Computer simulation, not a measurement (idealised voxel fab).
Title: Process Module voxel self aligned vias
cross-section cut | 180 nm wide | cells 5 nm
Heads up, the way a cross-section reads in here is a grid of square cells, handed over as bands from the top down, with every band being one or more rows of cells. Band: top height; bottom height; in nm. Then, left to right: material with width in nm, for each material. "all across": a single material spanning edge to edge. "air": empty space. Ref level 0: as-received wafer is one material below here. Bottom band extends down with no lower bound ("from 0 down"). Width "30->40": first value at the band's top row of cells, second value at its bottom row, equal change from row to row. Where the words "remains unaltered" appear for a step, the cross-section shows no cell changed by that step; every cell remained as before. Closed-off voids of 8+ cells (no open route to the top) go in "Enclosed cavity list", written width x height at distance from the left edge, in nm. The remark found on a step's line after its settings is issued by the simulator itself and pertains to that step. overlay nm: mask right of planned place by this much (step with mask). Neg. = left.

The steps planned for the process are as follows
| 1 | RECEIVE | material Si |
| 2 | CONFORMAL_DEP | material SiO2 | thk nm 10 |
| 3 | CONFORMAL_DEP | material SiCN | thk nm 5 |
| 4 | DIRECTIONAL_DEP | material SiO2 | thk nm 20 |
| 5 | MASKED_ETCH | tone open | mask id LINES | width nm 25 | pitch nm 70 | etch materials SiO2 | depth nm 20 | overlay nm 0 |
| 6 | CONFORMAL_DEP | material TiN | thk nm 5 |
| 7 | FILL_DEP | material W | thk nm 10 |
| 8 | CMP | height nm 35 |
| 9 | SELECTIVE_ETCH | etch materials W Ru TiN | depth nm 5 |
| 10 | FILL_DEP | material SiN | thk nm 10 |
| 11 | CMP | height nm 35 |
| 12 | DIRECTIONAL_DEP | material SiO2 | thk nm 20 |
| 13 | PATTERN | tone open | mask id VIAS | material resist | width nm 45 | pitch nm 70 | thk nm 15 | overlay nm 0 |
| 14 | DIRECTIONAL_ETCH | etch materials SiO2 | depth nm 20 |
| 15 | DIRECTIONAL_ETCH | etch materials SiN | depth nm 5 |
| 16 | STRIP | etch materials resist |
| 17 | CONFORMAL_DEP | material TiN | thk nm 5 |
| 18 | FILL_DEP | material Cu | thk nm 10 |
| 19 | CMP | height nm 55 |
| 20 | CONFORMAL_DEP | material SiN | thk nm 5 |

Wafer at receipt (post step 1), cross-section
* from 0 down = Si all across
* Enclosed cavity list: none

Below is the wafer in cross-section after the module was completed. It began from the starting point shown above and followed the plan shown above, except that one mistake was made while running it
* from 60 to 55 = SiN all across
* from 55 to 40 = 30 of SiO2 / 5 of TiN / 35 of Cu / 5 of TiN / 25 of SiO2 / 5 of TiN / 35 of Cu / 5 of TiN / 35 of SiO2
* from 40 to 35 = 30 of SiO2 / 25 of TiN / 15 of Cu / 5 of TiN / 25 of SiO2 / 25 of TiN / 15 of Cu / 5 of TiN / 35 of SiO2
* from 35 to 30 = 50 of SiO2 / 25 of TiN / 45 of SiO2 / 25 of TiN / 35 of SiO2
* from 30 to 20 = 50 of SiO2 / 5 of TiN / 15 of W / 5 of TiN / 45 of SiO2 / 5 of TiN / 15 of W / 5 of TiN / 35 of SiO2
* from 20 to 15 = 50 of SiO2 / 25 of TiN / 45 of SiO2 / 25 of TiN / 35 of SiO2
* from 15 to 10 = SiCN all across
* from 10 to 0 = SiO2 all across
* from 0 down = Si all across
* Enclosed cavity list: none
Processing error: rather than as planned, step 5 actually ran as MASKED_ETCH | tone open | mask id LINES | width nm 25 | pitch nm 70 | etch materials SiO2 | depth nm 20 | overlay nm 10
